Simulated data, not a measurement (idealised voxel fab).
process module | voxel wiring stack
cross-section cut | 190 nm wide | cells 5 nm
A cross-section is a grid of square cells, given in bands from the top down. A band is one or more rows of cells.
Each band's line starts with the height of the band's top and of its bottom, in nm. Then come its materials from left to right, each with its width in nm. One material with "throughout" fills the band from edge to edge. "air" is empty space.
Height 0 is the level under which the wafer as received is all one material. The lowest band goes on downwards, as in "0 down".
A width such as "30 to 40" changes by the same amount from each row of cells to the next, from the band's top row to its bottom row.
"no change" after a step means that no cell of the cross-section changed.
closed voids: empty space of 8 cells or more with no open way to the top, each as width x height at its distance from the left edge, in nm
after a step's settings: what the simulator itself notes on the step
overlay nm, on a step with a mask: how far to the right of its planned place the mask lay; to the left if negative
plan
1 op RECEIVE | material Si
2 op CONFORMAL_DEP | material SiO2 | thk nm 10
3 op CONFORMAL_DEP | material SiCN | thk nm 5
4 op DIRECTIONAL_DEP | material SiO2 | thk nm 25
5 op MASKED_ETCH | tone open | mask id METAL_1 | width nm 30 | pitch nm 55 | etch materials SiO2 | depth nm 25 | overlay nm 0
6 op MASKED_ETCH | tone open | mask id METAL_1 | width nm 30 | pitch nm 55 | etch materials SiCN | depth nm 5 | overlay nm 0
7 op CONFORMAL_DEP | material TiN | thk nm 5
8 op FILL_DEP | material Cu | thk nm 10
9 op CMP | height nm 40
10 op EPI | material Ru | thk nm 5
11 op FILL_DEP | material SiCN | thk nm 5
12 op DIRECTIONAL_DEP | material lowk | thk nm 10
13 op MASKED_ETCH | tone open | mask id PLUG_1 | width nm 15 | pitch nm 55 | etch materials lowk | depth nm 10 | overlay nm 0
14 op MASKED_ETCH | tone open | mask id PLUG_1 | width nm 15 | pitch nm 55 | etch materials SiCN | depth nm 5 | overlay nm 0
15 op EPI | material Ru | thk nm 10
16 op EPI | material Ru | thk nm 5
17 op DIRECTIONAL_DEP | material TiN | thk nm 5
18 op DIRECTIONAL_DEP | material W | thk nm 25
19 op PATTERN | tone cover | mask id METAL_2 | material resist | width nm 30 | pitch nm 55 | thk nm 20 | overlay nm 0
20 op DIRECTIONAL_ETCH | etch materials W | depth nm 25
21 op DIRECTIONAL_ETCH | etch materials TiN | depth nm 5
22 op STRIP | etch materials resist
23 op CONFORMAL_DEP | material SiCN | thk nm 5
24 op FILL_DEP | material lowk | thk nm 5
25 op CMP | height nm 90
26 op CONFORMAL_DEP | material SiCN | thk nm 5
27 op DIRECTIONAL_DEP | material lowk | thk nm 15
28 op DIRECTIONAL_DEP | material aC | thk nm 15
29 op PATTERN | tone open | mask id PLUG_2 | material resist | width nm 15 | thk nm 30 | overlay nm 0
30 op DIRECTIONAL_ETCH | etch materials aC | depth nm 15
31 op STRIP | etch materials resist
32 op DIRECTIONAL_ETCH | etch materials lowk | depth nm 15
33 op DIRECTIONAL_ETCH | etch materials SiCN | depth nm 5
34 op STRIP | etch materials aC
35 op EPI | material Ru | thk nm 10
36 op EPI | material Ru | thk nm 10
37 op DIRECTIONAL_DEP | material TiN | thk nm 5
38 op DIRECTIONAL_DEP | material Ru | thk nm 15
39 op DIRECTIONAL_DEP | material aC | thk nm 15
40 op PATTERN | tone cover | mask id METAL_3 | material resist | width nm 30 | pitch nm 55 | thk nm 30 | overlay nm 0
41 op DIRECTIONAL_ETCH | etch materials aC | depth nm 15
42 op STRIP | etch materials resist
43 op DIRECTIONAL_ETCH | etch materials Ru | depth nm 15
44 op DIRECTIONAL_ETCH | etch materials TiN | depth nm 5
45 op STRIP | etch materials aC
46 op CONFORMAL_DEP | material SiN | thk nm 5
47 op FILL_DEP | material SiO2 | thk nm 10
48 op CMP | height nm 130
49 op CONFORMAL_DEP | material SiN | thk nm 5
as received, after step 1
  0 down: Si throughout
  closed voids: none
first wafer at the end, as planned
  135 to 130: SiN throughout
  130 to 115: SiO2 45 | SiN 5 | Ru 30 | SiN 5 | SiO2 15 | SiN 5 | Ru 30 | SiN 5 | SiO2 50
  115 to 110: SiN 50 | TiN 30 | SiN 25 | TiN 30 | SiN 55
  110 to 95: lowk 50 | Ru 15 | lowk 125
  95 to 90: SiCN 50 | Ru 15 | SiCN 125
  90 to 65: lowk 45 | SiCN 5 | W 30 | SiCN 5 | lowk 15 | SiCN 5 | W 30 | SiCN 5 | lowk 50
  65 to 60: SiCN 50 | TiN 30 | SiCN 25 | TiN 30 | SiCN 55
  60 to 50: lowk 50 | Ru 15 | lowk 40 | Ru 15 | lowk 70
  50 to 40: SiCN 50 to 45 | Ru 15 to 40 | SiCN 40 to 15 | Ru 15 to 40 | SiCN 70 to 50
  40 to 15: SiO2 50 | TiN 5 | Cu 20 | TiN 5 | SiO2 25 | TiN 5 | Cu 20 | TiN 5 | SiO2 55
  15 to 10: SiCN 50 | TiN 30 | SiCN 25 | TiN 30 | SiCN 55
  10 to 0: SiO2 throughout
  0 down: Si throughout
  closed voids: none
second wafer at the end: like start, like plan, one mistake
  135 to 130: SiN throughout
  130 to 115: SiO2 60 | SiN 5 | Ru 15 | SiN 5 | SiO2 15 | SiN 5 | Ru 30 | SiN 5 | SiO2 50
  115 to 110: SiN 65 | TiN 15 | SiN 25 | TiN 30 | SiN 55
  110 to 95: lowk 50 | Ru 15 | lowk 125
  95 to 90: SiCN 50 | TiN 15 | SiCN 125
  90 to 65: SiN throughout
  65 to 60: TiN throughout
  60 to 50: lowk 50 | Ru 15 | lowk 40 | Ru 15 | lowk 70
  50 to 40: SiCN 50 to 45 | Ru 15 to 40 | SiCN 40 to 15 | Ru 15 to 40 | SiCN 70 to 50
  40 to 15: SiO2 50 | TiN 5 | Cu 20 | TiN 5 | SiO2 25 | TiN 5 | Cu 20 | TiN 5 | SiO2 55
  15 to 10: SiCN 50 | TiN 30 | SiCN 25 | TiN 30 | SiCN 55
  10 to 0: SiO2 throughout
  0 down: Si throughout
  closed voids: none
what went wrong: step 18 ran as: op DIRECTIONAL_DEP | material SiN | thk nm 25
at the end the second wafer has, in cells: 12 fewer of Ru | 46 fewer of SiCN | 193 more of SiN | 9 more of SiO2 | 26 more of TiN | 60 fewer of W | 110 fewer of lowk
